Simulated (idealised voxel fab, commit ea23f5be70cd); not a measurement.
Name of the process module below: voxel ribs on slabs
Cross-section cut spans 290 nm and uses square cells 5 nm in size.
We lay out every cross-section as a grid of square cells and spell it out in bands from the top down, where one band means one or more rows of cells.
Read a band's entry like this: the first values are the height of its top and the height of its bottom in nm, and what follows is the sequence of materials from left to right, each with its width in nm. Note that "empty" is empty space, and that a single material marked "throughout" reaches across the band from edge to edge.
The reference from which all heights are counted is 0, the level beneath which the as-received wafer is entirely one material; the lowest band, having no lower bound, proceeds downward and is written after the example "z 0 and below".
Note: "30..40" means the width goes from the first number (top row of the band) to the second number (bottom row) in equal steps per row of cells.
"nothing was modified" (step): cross-section cells unchanged, all of them.
"Listed closed voids": sealed empty spaces, 8 cells or more, no open way to top, listed width x height at distance, with distance from the left edge and width, height and distance in nm.
Past the settings on a step's line: simulator remark, on that step.
A step line may carry the setting "overlay nm", which, for steps involving a mask, states the distance by which the mask lay to the right of its intended position; negative values denote displacement to the left.
Plan
1: RECEIVE: material Si
2: DIRECTIONAL_DEP: material SiO2, thk nm 20
3: DIRECTIONAL_DEP: material polySi, thk nm 15
4: MASKED_ETCH: tone cover, mask id RIB, width nm 20, etch materials polySi, depth nm 10, overlay nm 0
5: MASKED_ETCH: tone cover, mask id SLAB, width nm 60, etch materials polySi, depth nm 5, overlay nm 0
6: FILL_DEP: material SiO2, thk nm 25
7: CMP: height nm 55
8: DIRECTIONAL_DEP: material TiN, thk nm 10
9: DIRECTIONAL_DEP: material aC, thk nm 15
10: PATTERN: tone cover, mask id HEATER, material resist, width nm 30, thk nm 30, overlay nm 0
11: DIRECTIONAL_ETCH: etch materials aC, depth nm 15
12: STRIP: etch materials resist
13: DIRECTIONAL_ETCH: etch materials TiN, depth nm 10
14: STRIP: etch materials aC
15: CONFORMAL_DEP: material SiO2, thk nm 5
Of two wafers, the first: run according to plan
Received-state cross-section, reflecting completion of step 1
> z 0 and below  Si throughout
> Listed closed voids: none
The wafer in cross-section once step 2 is complete
> z 20 to 0  SiO2 throughout
> Below 0, no change.
The wafer in cross-section once step 3 is complete
> z 35 to 20  polySi throughout
> Below 20, no change.
The wafer in cross-section once step 4 is complete
> z 35 to 25  empty 135  polySi 20  empty 135
> Below 25, no change.
The wafer in cross-section once step 5 is complete
> z 35 to 25  empty 135  polySi 20  empty 135
> z 25 to 20  empty 115  polySi 60  empty 115
> Below 20, no change.
The wafer in cross-section once step 6 is complete
> z 60 to 35  SiO2 throughout
> z 35 to 25  SiO2 135  polySi 20  SiO2 135
> z 25 to 20  SiO2 115  polySi 60  SiO2 115
> Below 20, no change.
The wafer in cross-section once step 7 is complete
> z 55 to 35  SiO2 throughout
> Below 35, no change.
The wafer in cross-section once step 8 is complete
> z 65 to 55  TiN throughout
> Below 55, no change.
The wafer in cross-section once step 9 is complete
> z 80 to 65  aC throughout
> Below 65, no change.
The wafer in cross-section once step 10 is complete
> z 110 to 80  empty 130  resist 30  empty 130
> Below 80, no change.
The wafer in cross-section once step 11 is complete
> z 95 to 80  empty 130  resist 30  empty 130
> z 80 to 65  empty 130  aC 30  empty 130
> Below 65, no change.
The wafer in cross-section once step 12 is complete
> z 80 to 65  empty 130  aC 30  empty 130
> Below 65, no change.
The wafer in cross-section once step 13 is complete
> z 80 to 65  empty 130  aC 30  empty 130
> z 65 to 55  empty 130  TiN 30  empty 130
> Below 55, no change.
The wafer in cross-section once step 14 is complete
> z 65 to 55  empty 130  TiN 30  empty 130
> Below 55, no change.
The wafer in cross-section once step 15 is complete
> z 70 to 65  empty 125  SiO2 40  empty 125
> z 65 to 60  empty 125  SiO2 5  TiN 30  SiO2 5  empty 125
> z 60 to 55  SiO2 130  TiN 30  SiO2 130
> Below 55, no change.
Okay, second wafer. Nothing different at the start, nothing different in the plan, just one mistake somewhere in the running. As far as step 1, counting that step, it's the first wafer all over again
Cross-section of the second wafer corresponding to the planned conclusion of step 2
> z 15 to 0  SiO2 throughout
> Below 0, no change.
Cross-section of the second wafer corresponding to the planned conclusion of step 3
> z 30 to 15  polySi throughout
> Below 15, no change.
Cross-section of the second wafer corresponding to the planned conclusion of step 4
> z 30 to 20  empty 135  polySi 20  empty 135
> Below 20, no change.
Cross-section of the second wafer corresponding to the planned conclusion of step 5
> z 30 to 20  empty 135  polySi 20  empty 135
> z 20 to 15  empty 115  polySi 60  empty 115
> Below 15, no change.
Cross-section of the second wafer corresponding to the planned conclusion of step 6
> z 55 to 30  SiO2 throughout
> z 30 to 20  SiO2 135  polySi 20  SiO2 135
> z 20 to 15  SiO2 115  polySi 60  SiO2 115
> Below 15, no change.
Cross-section of the second wafer corresponding to the planned conclusion of step 7: nothing was modified
Cross-section of the second wafer corresponding to the planned conclusion of step 8
> z 65 to 55  TiN throughout
> Below 55, no change.
Cross-section of the second wafer corresponding to the planned conclusion of step 9
> z 80 to 65  aC throughout
> Below 65, no change.
Cross-section of the second wafer corresponding to the planned conclusion of step 10
> z 110 to 80  empty 130  resist 30  empty 130
> Below 80, no change.
Cross-section of the second wafer corresponding to the planned conclusion of step 11
> z 95 to 80  empty 130  resist 30  empty 130
> z 80 to 65  empty 130  aC 30  empty 130
> Below 65, no change.
Cross-section of the second wafer corresponding to the planned conclusion of step 12
> z 80 to 65  empty 130  aC 30  empty 130
> Below 65, no change.
Cross-section of the second wafer corresponding to the planned conclusion of step 13
> z 80 to 65  empty 130  aC 30  empty 130
> z 65 to 55  empty 130  TiN 30  empty 130
> Below 55, no change.
Cross-section of the second wafer corresponding to the planned conclusion of step 14
> z 65 to 55  empty 130  TiN 30  empty 130
> Below 55, no change.
Cross-section of the second wafer corresponding to the planned conclusion of step 15
> z 70 to 65  empty 125  SiO2 40  empty 125
> z 65 to 60  empty 125  SiO2 5  TiN 30  SiO2 5  empty 125
> z 60 to 55  SiO2 130  TiN 30  SiO2 130
> Below 55, no change.
Plan not followed: for step 2, the planned setting was not used; the step was instead run as DIRECTIONAL_DEP: material SiO2, thk nm 15
Both wafers, final: cells per material equal; arrangement not.
